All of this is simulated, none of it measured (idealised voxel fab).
Process module name: voxel self aligned vias
cross-section cut | 270 nm wide | cells 5 nm
How to read a cross-section here: the picture is a grid of square cells, written as bands going from the top down, and any band can span one or more rows of cells.
Per band: top height and bottom height in nm, followed by the left-to-right materials and their widths in nm; "throughout" marks a single material spanning edge to edge, "air" marks empty space.
Height 0 is the level under which the wafer as received is all one material. The lowest band goes on downwards, as in "0 down".
Width spec "30..40" -> top row of cells at first value, bottom row at second value, equal per-row change in between.
Take "same as before" at face value: in the step it is given for, the cross-section changed in none of its cells.
You'll see "Closed void roster" listing empty spaces that have no way open to the top, as long as they're 8 cells or more; the notation is width x height at distance, where the distance is from the left edge, and all of it is in nm.
Formally, on a step line, whatever follows the settings is a remark that the simulator itself makes on the step.
"overlay nm" on a masked step: distance the mask lay right of its planned place, negative for left.
Set out below are the planned steps of the process:
- 1: RECEIVE [material Si]
- 2: CONFORMAL_DEP [material SiO2] [thk nm 15]
- 3: CONFORMAL_DEP [material SiCN] [thk nm 5]
- 4: DIRECTIONAL_DEP [material lowk] [thk nm 25]
- 5: MASKED_ETCH [tone open] [mask id LINES] [width nm 30] [pitch nm 70] [etch materials lowk] [depth nm 25] [overlay nm 0]
- 6: CONFORMAL_DEP [material TiN] [thk nm 5]
- 7: FILL_DEP [material W] [thk nm 10]
- 8: CMP [height nm 45]
- 9: SELECTIVE_ETCH [etch materials W Ru TiN] [depth nm 5]
- 10: FILL_DEP [material SiN] [thk nm 10]
- 11: CMP [height nm 45]
- 12: DIRECTIONAL_DEP [material lowk] [thk nm 15]
- 13: DIRECTIONAL_DEP [material aC] [thk nm 15]
- 14: PATTERN [tone open] [mask id VIAS] [material resist] [width nm 50] [pitch nm 70] [thk nm 30] [overlay nm 0]
- 15: DIRECTIONAL_ETCH [etch materials aC] [depth nm 15]
- 16: STRIP [etch materials resist]
- 17: DIRECTIONAL_ETCH [etch materials lowk] [depth nm 15]
- 18: DIRECTIONAL_ETCH [etch materials SiN] [depth nm 5]
- 19: STRIP [etch materials aC]
- 20: CONFORMAL_DEP [material TiN] [thk nm 5]
- 21: FILL_DEP [material W] [thk nm 5]
- 22: CMP [height nm 60]
- 23: CONFORMAL_DEP [material SiN] [thk nm 5]
First out of two wafers; run went to plan:
Cross-section, incoming material, after step 1:
	0 down  Si throughout
	Closed void roster: none
State of the wafer after step 2, shown in cross-section:
	15 to 0  SiO2 throughout
	For the remainder of the cross-section, below 0, there is no change.
State of the wafer after step 3, shown in cross-section:
	20 to 15  SiCN throughout
	For the remainder of the cross-section, below 15, there is no change.
State of the wafer after step 4, shown in cross-section:
	45 to 20  lowk throughout
	For the remainder of the cross-section, below 20, there is no change.
State of the wafer after step 5, shown in cross-section:
	45 to 20  50 nm lowk / 30 nm air / 40 nm lowk / 30 nm air / 40 nm lowk / 30 nm air / 50 nm lowk
	For the remainder of the cross-section, below 20, there is no change.
State of the wafer after step 6, shown in cross-section:
	50 to 45  55 nm TiN / 20 nm air / 50 nm TiN / 20 nm air / 50 nm TiN / 20 nm air / 55 nm TiN
	45 to 25  50 nm lowk / 5 nm TiN / 20 nm air / 5 nm TiN / 40 nm lowk / 5 nm TiN / 20 nm air / 5 nm TiN / 40 nm lowk / 5 nm TiN / 20 nm air / 5 nm TiN / 50 nm lowk
	25 to 20  50 nm lowk / 30 nm TiN / 40 nm lowk / 30 nm TiN / 40 nm lowk / 30 nm TiN / 50 nm lowk
	For the remainder of the cross-section, below 20, there is no change.
State of the wafer after step 7, shown in cross-section:
	60 to 50  W throughout
	50 to 45  55 nm TiN / 20 nm W / 50 nm TiN / 20 nm W / 50 nm TiN / 20 nm W / 55 nm TiN
	45 to 25  50 nm lowk / 5 nm TiN / 20 nm W / 5 nm TiN / 40 nm lowk / 5 nm TiN / 20 nm W / 5 nm TiN / 40 nm lowk / 5 nm TiN / 20 nm W / 5 nm TiN / 50 nm lowk
	For the remainder of the cross-section, below 25, there is no change.
State of the wafer after step 8, shown in cross-section:
	45 to 25  50 nm lowk / 5 nm TiN / 20 nm W / 5 nm TiN / 40 nm lowk / 5 nm TiN / 20 nm W / 5 nm TiN / 40 nm lowk / 5 nm TiN / 20 nm W / 5 nm TiN / 50 nm lowk
	For the remainder of the cross-section, below 25, there is no change.
State of the wafer after step 9, shown in cross-section:
	45 to 40  50 nm lowk / 30 nm air / 40 nm lowk / 30 nm air / 40 nm lowk / 30 nm air / 50 nm lowk
	For the remainder of the cross-section, below 40, there is no change.
State of the wafer after step 10, shown in cross-section:
	55 to 45  SiN throughout
	45 to 40  50 nm lowk / 30 nm SiN / 40 nm lowk / 30 nm SiN / 40 nm lowk / 30 nm SiN / 50 nm lowk
	For the remainder of the cross-section, below 40, there is no change.
State of the wafer after step 11, shown in cross-section:
	45 to 40  50 nm lowk / 30 nm SiN / 40 nm lowk / 30 nm SiN / 40 nm lowk / 30 nm SiN / 50 nm lowk
	For the remainder of the cross-section, below 40, there is no change.
State of the wafer after step 12, shown in cross-section:
	60 to 45  lowk throughout
	For the remainder of the cross-section, below 45, there is no change.
State of the wafer after step 13, shown in cross-section:
	75 to 60  aC throughout
	For the remainder of the cross-section, below 60, there is no change.
State of the wafer after step 14, shown in cross-section:
	105 to 75  40 nm resist / 50 nm air / 20 nm resist / 50 nm air / 20 nm resist / 50 nm air / 40 nm resist
	For the remainder of the cross-section, below 75, there is no change.
State of the wafer after step 15, shown in cross-section:
	90 to 75  40 nm resist / 50 nm air / 20 nm resist / 50 nm air / 20 nm resist / 50 nm air / 40 nm resist
	75 to 60  40 nm aC / 50 nm air / 20 nm aC / 50 nm air / 20 nm aC / 50 nm air / 40 nm aC
	For the remainder of the cross-section, below 60, there is no change.
State of the wafer after step 16, shown in cross-section:
	75 to 60  40 nm aC / 50 nm air / 20 nm aC / 50 nm air / 20 nm aC / 50 nm air / 40 nm aC
	For the remainder of the cross-section, below 60, there is no change.
State of the wafer after step 17, shown in cross-section:
	75 to 60  40 nm aC / 50 nm air / 20 nm aC / 50 nm air / 20 nm aC / 50 nm air / 40 nm aC
	60 to 45  40 nm lowk / 50 nm air / 20 nm lowk / 50 nm air / 20 nm lowk / 50 nm air / 40 nm lowk
	For the remainder of the cross-section, below 45, there is no change.
State of the wafer after step 18, shown in cross-section:
	75 to 60  40 nm aC / 50 nm air / 20 nm aC / 50 nm air / 20 nm aC / 50 nm air / 40 nm aC
	60 to 45  40 nm lowk / 50 nm air / 20 nm lowk / 50 nm air / 20 nm lowk / 50 nm air / 40 nm lowk
	45 to 40  50 nm lowk / 30 nm air / 40 nm lowk / 30 nm air / 40 nm lowk / 30 nm air / 50 nm lowk
	For the remainder of the cross-section, below 40, there is no change.
State of the wafer after step 19, shown in cross-section:
	60 to 45  40 nm lowk / 50 nm air / 20 nm lowk / 50 nm air / 20 nm lowk / 50 nm air / 40 nm lowk
	For the remainder of the cross-section, below 45, there is no change.
State of the wafer after step 20, shown in cross-section:
	65 to 60  45 nm TiN / 40 nm air / 30 nm TiN / 40 nm air / 30 nm TiN / 40 nm air / 45 nm TiN
	60 to 50  40 nm lowk / 5 nm TiN / 40 nm air / 5 nm TiN / 20 nm lowk / 5 nm TiN / 40 nm air / 5 nm TiN / 20 nm lowk / 5 nm TiN / 40 nm air / 5 nm TiN / 40 nm lowk
	50 to 45  40 nm lowk / 15 nm TiN / 20 nm air / 15 nm TiN / 20 nm lowk / 15 nm TiN / 20 nm air / 15 nm TiN / 20 nm lowk / 15 nm TiN / 20 nm air / 15 nm TiN / 40 nm lowk
	45 to 40  50 nm lowk / 30 nm TiN / 40 nm lowk / 30 nm TiN / 40 nm lowk / 30 nm TiN / 50 nm lowk
	For the remainder of the cross-section, below 40, there is no change.
State of the wafer after step 21, shown in cross-section:
	70 to 65  W throughout
	65 to 60  45 nm TiN / 40 nm W / 30 nm TiN / 40 nm W / 30 nm TiN / 40 nm W / 45 nm TiN
	60 to 50  40 nm lowk / 5 nm TiN / 40 nm W / 5 nm TiN / 20 nm lowk / 5 nm TiN / 40 nm W / 5 nm TiN / 20 nm lowk / 5 nm TiN / 40 nm W / 5 nm TiN / 40 nm lowk
	50 to 45  40 nm lowk / 15 nm TiN / 20 nm W / 15 nm TiN / 20 nm lowk / 15 nm TiN / 20 nm W / 15 nm TiN / 20 nm lowk / 15 nm TiN / 20 nm W / 15 nm TiN / 40 nm lowk
	For the remainder of the cross-section, below 45, there is no change.
State of the wafer after step 22, shown in cross-section:
	60 to 50  40 nm lowk / 5 nm TiN / 40 nm W / 5 nm TiN / 20 nm lowk / 5 nm TiN / 40 nm W / 5 nm TiN / 20 nm lowk / 5 nm TiN / 40 nm W / 5 nm TiN / 40 nm lowk
	For the remainder of the cross-section, below 50, there is no change.
State of the wafer after step 23, shown in cross-section:
	65 to 60  SiN throughout
	For the remainder of the cross-section, below 60, there is no change.
The second wafer was prepared from the same starting point and under the same plan as the first; its processing contained one mistake, and it remains indistinguishable from the first wafer up to and including step 13:
Cross-section, second wafer, at the end time the plan gives for step 14:
	105 to 75  45 nm resist / 45 nm air / 25 nm resist / 45 nm air / 25 nm resist / 45 nm air / 40 nm resist
	For the remainder of the cross-section, below 75, there is no change.
Cross-section, second wafer, at the end time the plan gives for step 15:
	90 to 75  45 nm resist / 45 nm air / 25 nm resist / 45 nm air / 25 nm resist / 45 nm air / 40 nm resist
	75 to 60  45 nm aC / 45 nm air / 25 nm aC / 45 nm air / 25 nm aC / 45 nm air / 40 nm aC
	For the remainder of the cross-section, below 60, there is no change.
Cross-section, second wafer, at the end time the plan gives for step 16:
	75 to 60  45 nm aC / 45 nm air / 25 nm aC / 45 nm air / 25 nm aC / 45 nm air / 40 nm aC
	For the remainder of the cross-section, below 60, there is no change.
Cross-section, second wafer, at the end time the plan gives for step 17:
	75 to 60  45 nm aC / 45 nm air / 25 nm aC / 45 nm air / 25 nm aC / 45 nm air / 40 nm aC
	60 to 45  45 nm lowk / 45 nm air / 25 nm lowk / 45 nm air / 25 nm lowk / 45 nm air / 40 nm lowk
	For the remainder of the cross-section, below 45, there is no change.
Cross-section, second wafer, at the end time the plan gives for step 18:
	75 to 60  45 nm aC / 45 nm air / 25 nm aC / 45 nm air / 25 nm aC / 45 nm air / 40 nm aC
	60 to 45  45 nm lowk / 45 nm air / 25 nm lowk / 45 nm air / 25 nm lowk / 45 nm air / 40 nm lowk
	45 to 40  50 nm lowk / 30 nm air / 40 nm lowk / 30 nm air / 40 nm lowk / 30 nm air / 50 nm lowk
	For the remainder of the cross-section, below 40, there is no change.
Cross-section, second wafer, at the end time the plan gives for step 19:
	60 to 45  45 nm lowk / 45 nm air / 25 nm lowk / 45 nm air / 25 nm lowk / 45 nm air / 40 nm lowk
	For the remainder of the cross-section, below 45, there is no change.
Cross-section, second wafer, at the end time the plan gives for step 20:
	65 to 60  50 nm TiN / 35 nm air / 35 nm TiN / 35 nm air / 35 nm TiN / 35 nm air / 45 nm TiN
	60 to 50  45 nm lowk / 5 nm TiN / 35 nm air / 5 nm TiN / 25 nm lowk / 5 nm TiN / 35 nm air / 5 nm TiN / 25 nm lowk / 5 nm TiN / 35 nm air / 5 nm TiN / 40 nm lowk
	50 to 45  45 nm lowk / 10 nm TiN / 20 nm air / 15 nm TiN / 25 nm lowk / 10 nm TiN / 20 nm air / 15 nm TiN / 25 nm lowk / 10 nm TiN / 20 nm air / 15 nm TiN / 40 nm lowk
	45 to 40  50 nm lowk / 30 nm TiN / 40 nm lowk / 30 nm TiN / 40 nm lowk / 30 nm TiN / 50 nm lowk
	For the remainder of the cross-section, below 40, there is no change.
Cross-section, second wafer, at the end time the plan gives for step 21:
	70 to 65  W throughout
	65 to 60  50 nm TiN / 35 nm W / 35 nm TiN / 35 nm W / 35 nm TiN / 35 nm W / 45 nm TiN
	60 to 50  45 nm lowk / 5 nm TiN / 35 nm W / 5 nm TiN / 25 nm lowk / 5 nm TiN / 35 nm W / 5 nm TiN / 25 nm lowk / 5 nm TiN / 35 nm W / 5 nm TiN / 40 nm lowk
	50 to 45  45 nm lowk / 10 nm TiN / 20 nm W / 15 nm TiN / 25 nm lowk / 10 nm TiN / 20 nm W / 15 nm TiN / 25 nm lowk / 10 nm TiN / 20 nm W / 15 nm TiN / 40 nm lowk
	For the remainder of the cross-section, below 45, there is no change.
Cross-section, second wafer, at the end time the plan gives for step 22:
	60 to 50  45 nm lowk / 5 nm TiN / 35 nm W / 5 nm TiN / 25 nm lowk / 5 nm TiN / 35 nm W / 5 nm TiN / 25 nm lowk / 5 nm TiN / 35 nm W / 5 nm TiN / 40 nm lowk
	For the remainder of the cross-section, below 50, there is no change.
Cross-section, second wafer, at the end time the plan gives for step 23:
	65 to 60  SiN throughout
	For the remainder of the cross-section, below 60, there is no change.
It is concluded that the wafer was processed incorrectly with respect to the plan, in that off-plan run, step 14, actual operation and settings PATTERN [tone open] [mask id VIAS] [material resist] [width nm 45] [pitch nm 70] [thk nm 30] [overlay nm 0]
End of process, cell counts, second wafer against first, materials with more or fewer: TiN -3, W -6, lowk +9
